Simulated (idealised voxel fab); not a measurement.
process module | voxel self aligned vias
cross-section cut | 220 nm wide | cells 5 nm
A cross-section is a grid of square cells, given in bands from the top down. A band is one or more rows of cells.
Each band's line starts with the height of the band's top and of its bottom, in nm. Then come its materials from left to right, each with its width in nm. One material with "throughout" fills the band from edge to edge. "air" is empty space.
Height 0 is the level under which the wafer as received is all one material. The lowest band goes on downwards, as in "0 down".
A width such as "30 to 40" changes by the same amount from each row of cells to the next, from the band's top row to its bottom row.
"no change" after a step means that no cell of the cross-section changed.
closed voids: empty space of 8 cells or more with no open way to the top, each as width x height at its distance from the left edge, in nm
after a step's settings: what the simulator itself notes on the step
overlay nm, on a step with a mask: how far to the right of its planned place the mask lay; to the left if negative
plan
1 op RECEIVE | material Si
2 op CONFORMAL_DEP | material SiO2 | thk nm 10
3 op CONFORMAL_DEP | material SiCN | thk nm 5
4 op DIRECTIONAL_DEP | material lowk | thk nm 20
5 op PATTERN | tone open | mask id LINES | material resist | width nm 25 | pitch nm 70 | thk nm 20 | overlay nm 0
6 op DIRECTIONAL_ETCH | etch materials lowk | depth nm 20
7 op STRIP | etch materials resist
8 op CONFORMAL_DEP | material TiN | thk nm 5
9 op FILL_DEP | material Ru | thk nm 5
10 op CMP | height nm 35
11 op SELECTIVE_ETCH | etch materials W Ru TiN | depth nm 10
12 op FILL_DEP | material SiN | thk nm 5
13 op CMP | height nm 35
14 op DIRECTIONAL_DEP | material lowk | thk nm 20
15 op DIRECTIONAL_DEP | material aC | thk nm 10
16 op PATTERN | tone open | mask id VIAS | material resist | width nm 45 | pitch nm 70 | thk nm 25 | overlay nm 0
17 op DIRECTIONAL_ETCH | etch materials aC | depth nm 10
18 op STRIP | etch materials resist
19 op DIRECTIONAL_ETCH | etch materials lowk | depth nm 20
20 op DIRECTIONAL_ETCH | etch materials SiN | depth nm 10
21 op STRIP | etch materials aC
22 op CONFORMAL_DEP | material TiN | thk nm 5
23 op FILL_DEP | material Ru | thk nm 10
24 op CMP | height nm 55
25 op CONFORMAL_DEP | material SiCN | thk nm 5
as received, after step 1
  0 down: Si throughout
  closed voids: none
first wafer at the end, as planned
  60 to 55: SiCN throughout
  55 to 40: lowk 50 | TiN 5 | Ru 35 | TiN 5 | lowk 25 | TiN 5 | Ru 35 | TiN 5 | lowk 55
  40 to 30: lowk 50 to 60 | TiN 15 to 5 | Ru 15 | TiN 15 to 5 | lowk 25 to 45 | TiN 15 to 5 | Ru 15 | TiN 15 to 5 | lowk 55 to 65
  30 to 25: lowk 60 | TiN 25 | lowk 45 | TiN 25 | lowk 65
  25 to 20: lowk 60 | TiN 5 | Ru 15 | TiN 5 | lowk 45 | TiN 5 | Ru 15 | TiN 5 | lowk 65
  20 to 15: lowk 60 | TiN 25 | lowk 45 | TiN 25 | lowk 65
  15 to 10: SiCN throughout
  10 to 0: SiO2 throughout
  0 down: Si throughout
  closed voids: none
second wafer at the end: like start, like plan, one mistake
  60 to 55: SiCN throughout
  55 to 40: lowk 50 | TiN 5 | Ru 35 | TiN 5 | lowk 25 | TiN 5 | Ru 35 | TiN 5 | lowk 55
  40 to 30: lowk 50 to 60 | TiN 15 to 5 | Ru 15 | TiN 15 to 5 | lowk 25 to 45 | TiN 15 to 5 | Ru 15 | TiN 15 to 5 | lowk 55 to 65
  30 to 25: lowk 60 | TiN 25 | lowk 45 | TiN 25 | lowk 65
  25 to 20: lowk 60 | TiN 5 | Ru 15 | TiN 5 | lowk 45 | TiN 5 | Ru 15 | TiN 5 | lowk 65
  20 to 15: lowk 60 | TiN 25 | lowk 45 | TiN 25 | lowk 65
  15 to 5: SiO2 throughout
  5 to 0: SiCN throughout
  0 down: Si throughout
  closed voids: none
what went wrong: steps 2 and 3 were swapped
at the end the second wafer has, in cells: as many of each material as the first, in other places
